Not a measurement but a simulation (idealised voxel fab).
Process module heading - voxel plated lines
The cross-section shown here is cut; it is 255 nm wide and divided into square cells measuring 5 nm on a side.
A cross-section in this document is a grid of square cells, and it is written down as bands, the top band listed before the ones below it; a band is made up of one or more rows of cells.
The band entry comprises the height of the band's top followed by the height of its bottom, expressed in nm, and subsequently the band's materials from left to right, each stated together with its width in nm. Where a single material is marked with the word "all across", that material fills the band from edge to edge. The word "blank" represents empty space.
Height datum 0, below which the as-received substrate wafer is one material. Lowest band open at the bottom, running downward: "0 -> down".
You'd read "30->40" like this: the band's top row of cells is as wide as the first number, its bottom row is as wide as the second, and going down, every row changes width by the same amount as the row before did.
For the purposes of this document, the phrase "all unchanged" attached to a step denotes that no cell within the cross-section was modified by that step.
Closed empty spaces: empty space of 8 cells or more with no open way to the top, each as width x height at its distance from the left edge, in nm
If you see something after the settings on a step's line, that's the simulator's own remark about that step.
The optional step-line setting "overlay nm" applies to steps with a mask and quantifies how far to the right of its planned location the mask lay, a negative value indicating leftward placement.
[The planned process steps are enumerated hereunder]
- 1: op RECEIVE | material Si
- 2: op CONFORMAL_DEP | material SiO2 | thk nm 15
- 3: op DIRECTIONAL_DEP | material TiN | thk nm 5
- 4: op PATTERN | tone open | mask id LINES | material resist | width nm 20 | pitch nm 40 | thk nm 40 | overlay nm 0
- 5: op EPI | material Ru | thk nm 10
- 6: op EPI | material Ru | thk nm 5
- 7: op EPI | material Ru | thk nm 5
- 8: op STRIP | etch materials resist
- 9: op DIRECTIONAL_ETCH | etch materials TiN | depth nm 5
- 10: op CONFORMAL_DEP | material SiCN | thk nm 10
[The first of a set of two wafers, run to plan]
[Cross-section of the wafer at receipt, which is the condition after step 1]
* 0 -> down  Si all across
* Closed empty spaces: none
[How the wafer stands in section after step 2]
* 15 -> 0  SiO2 all across
* Below 0 it's all the same as before, nothing changed down there.
[How the wafer stands in section after step 3]
* 20 -> 15  TiN all across
* Below 15 it's all the same as before, nothing changed down there.
[How the wafer stands in section after step 4]
* 60 -> 20  75 of resist | 20 of blank | 20 of resist | 20 of blank | 20 of resist | 20 of blank | 80 of resist
* Below 20 it's all the same as before, nothing changed down there.
[How the wafer stands in section after step 5]
* 60 -> 30  75 of resist | 20 of blank | 20 of resist | 20 of blank | 20 of resist | 20 of blank | 80 of resist
* 30 -> 20  75 of resist | 20 of Ru | 20 of resist | 20 of Ru | 20 of resist | 20 of Ru | 80 of resist
* Below 20 it's all the same as before, nothing changed down there.
[How the wafer stands in section after step 6]
* 60 -> 35  75 of resist | 20 of blank | 20 of resist | 20 of blank | 20 of resist | 20 of blank | 80 of resist
* 35 -> 20  75 of resist | 20 of Ru | 20 of resist | 20 of Ru | 20 of resist | 20 of Ru | 80 of resist
* Below 20 it's all the same as before, nothing changed down there.
[How the wafer stands in section after step 7]
* 60 -> 40  75 of resist | 20 of blank | 20 of resist | 20 of blank | 20 of resist | 20 of blank | 80 of resist
* 40 -> 20  75 of resist | 20 of Ru | 20 of resist | 20 of Ru | 20 of resist | 20 of Ru | 80 of resist
* Below 20 it's all the same as before, nothing changed down there.
[How the wafer stands in section after step 8]
* 40 -> 20  75 of blank | 20 of Ru | 20 of blank | 20 of Ru | 20 of blank | 20 of Ru | 80 of blank
* Below 20 it's all the same as before, nothing changed down there.
[How the wafer stands in section after step 9]
* 40 -> 20  75 of blank | 20 of Ru | 20 of blank | 20 of Ru | 20 of blank | 20 of Ru | 80 of blank
* 20 -> 15  75 of blank | 20 of TiN | 20 of blank | 20 of TiN | 20 of blank | 20 of TiN | 80 of blank
* Below 15 it's all the same as before, nothing changed down there.
[How the wafer stands in section after step 10]
* 50 -> 40  65 of blank | 120 of SiCN | 70 of blank
* 40 -> 25  65 of blank | 10 of SiCN | 20 of Ru | 20 of SiCN | 20 of Ru | 20 of SiCN | 20 of Ru | 10 of SiCN | 70 of blank
* 25 -> 20  75 of SiCN | 20 of Ru | 20 of SiCN | 20 of Ru | 20 of SiCN | 20 of Ru | 80 of SiCN
* 20 -> 15  75 of SiCN | 20 of TiN | 20 of SiCN | 20 of TiN | 20 of SiCN | 20 of TiN | 80 of SiCN
* Below 15 it's all the same as before, nothing changed down there.
[The Second Wafer: Common Origin and Plan, One Mistake in Execution, Identical to the First Through Step 4]
Second wafer, cross-section, planned end of step 5: all unchanged
[Second wafer, cross-section, planned end of step 6]
* 60 -> 25  75 of resist | 20 of blank | 20 of resist | 20 of blank | 20 of resist | 20 of blank | 80 of resist
* 25 -> 20  75 of resist | 20 of Ru | 20 of resist | 20 of Ru | 20 of resist | 20 of Ru | 80 of resist
* Below 20 it's all the same as before, nothing changed down there.
[Second wafer, cross-section, planned end of step 7]
* 60 -> 30  75 of resist | 20 of blank | 20 of resist | 20 of blank | 20 of resist | 20 of blank | 80 of resist
* 30 -> 20  75 of resist | 20 of Ru | 20 of resist | 20 of Ru | 20 of resist | 20 of Ru | 80 of resist
* Below 20 it's all the same as before, nothing changed down there.
[Second wafer, cross-section, planned end of step 8]
* 30 -> 20  75 of blank | 20 of Ru | 20 of blank | 20 of Ru | 20 of blank | 20 of Ru | 80 of blank
* Below 20 it's all the same as before, nothing changed down there.
[Second wafer, cross-section, planned end of step 9]
* 30 -> 20  75 of blank | 20 of Ru | 20 of blank | 20 of Ru | 20 of blank | 20 of Ru | 80 of blank
* 20 -> 15  75 of blank | 20 of TiN | 20 of blank | 20 of TiN | 20 of blank | 20 of TiN | 80 of blank
* Below 15 it's all the same as before, nothing changed down there.
[Second wafer, cross-section, planned end of step 10]
* 40 -> 30  65 of blank | 120 of SiCN | 70 of blank
* 30 -> 25  65 of blank | 10 of SiCN | 20 of Ru | 20 of SiCN | 20 of Ru | 20 of SiCN | 20 of Ru | 10 of SiCN | 70 of blank
* 25 -> 20  75 of SiCN | 20 of Ru | 20 of SiCN | 20 of Ru | 20 of SiCN | 20 of Ru | 80 of SiCN
* 20 -> 15  75 of SiCN | 20 of TiN | 20 of SiCN | 20 of TiN | 20 of SiCN | 20 of TiN | 80 of SiCN
* Below 15 it's all the same as before, nothing changed down there.
Deviation from plan: step 5 of the plan was excluded from execution and never run
Wafer comparison, final, in cells, second relative to first, materials more or fewer: -24 Ru; -24 SiCN
